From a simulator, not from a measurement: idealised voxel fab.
Process module, titled voxel double patterning
It is cross-section cut that appears here, measuring 250 nm in width, its square cells being 5 nm in size.
This document writes a cross-section as a grid whose cells are square, and gives it as bands, listed from the top down; one or more rows of cells form a band.
For a band, the entry starts with two heights in nm, that of the top and then that of the bottom, and carries on with the band's materials in order from left to right, each alongside its width in nm; the word "everywhere" beside a single material means it fills the band edge to edge, and "blank" means empty space.
Height reference: 0 = level under which incoming wafer is all one material. Lowest band: no bottom, runs on downward, e.g. "0 down".
Graded width ("30->40"): value in top row of band = first number; value in bottom row = second number; row-to-row change constant.
"no modification" -> step changed no cross-section cell.
You'll see "Closed void register" listing empty spaces that have no way open to the top, as long as they're 8 cells or more; the notation is width x height at distance, where the distance is from the left edge, and all of it is in nm.
On each step's line, the part that comes after the settings is the simulator's own comment on the step.
Regarding "overlay nm": on a step with a mask, it is the distance the mask lay to the right of its planned place; a negative value places it to the left.

THE PLANNED PROCESS STEPS ARE ENUMERATED HEREUNDER
1,op RECEIVE | material Si
2,op CONFORMAL_DEP | material SiN | thk nm 10
3,op DIRECTIONAL_DEP | material SiO2 | thk nm 20
4,op DIRECTIONAL_DEP | material SiCN | thk nm 10
5,op MASKED_ETCH | tone open | mask id FIRST | width nm 15 | pitch nm 50 | etch materials SiCN | depth nm 10 | overlay nm 0
6,op DIRECTIONAL_DEP | material aC | thk nm 10
7,op PATTERN | tone open | mask id SECOND | material resist | width nm 15 | pitch nm 50 | thk nm 30 | overlay nm 0
8,op DIRECTIONAL_ETCH | etch materials aC | depth nm 10
9,op STRIP | etch materials resist
10,op DIRECTIONAL_ETCH | etch materials SiCN | depth nm 10
11,op STRIP | etch materials aC
12,op DIRECTIONAL_ETCH | etch materials SiO2 | depth nm 20
13,op STRIP | etch materials SiCN

WAFER AS RECEIVED: CROSS-SECTION FOLLOWING STEP 1
  0 down  Si everywhere
  Closed void register: none

THE FOLLOWING CROSS-SECTION DEPICTS THE WAFER UPON CONCLUSION OF THE MODULE. PROCESSING COMMENCED FROM THE STARTING CONDITION ILLUSTRATED ABOVE AND ADHERED TO THE PLAN ILLUSTRATED ABOVE, SAVE FOR ONE MISTAKE IN EXECUTION
  30 to 10  SiO2 65, then blank 20, then SiO2 5, then blank 15, then SiO2 10, then blank 20, then SiO2 5, then blank 15, then SiO2 10, then blank 20, then SiO2 65
  10 to 0  SiN everywhere
  0 down  Si everywhere
  Closed void register: none
Where did the run depart from the plan? step 5 ran as: op MASKED_ETCH | tone open | mask id FIRST | width nm 20 | pitch nm 50 | etch materials SiCN | depth nm 10 | overlay nm 0
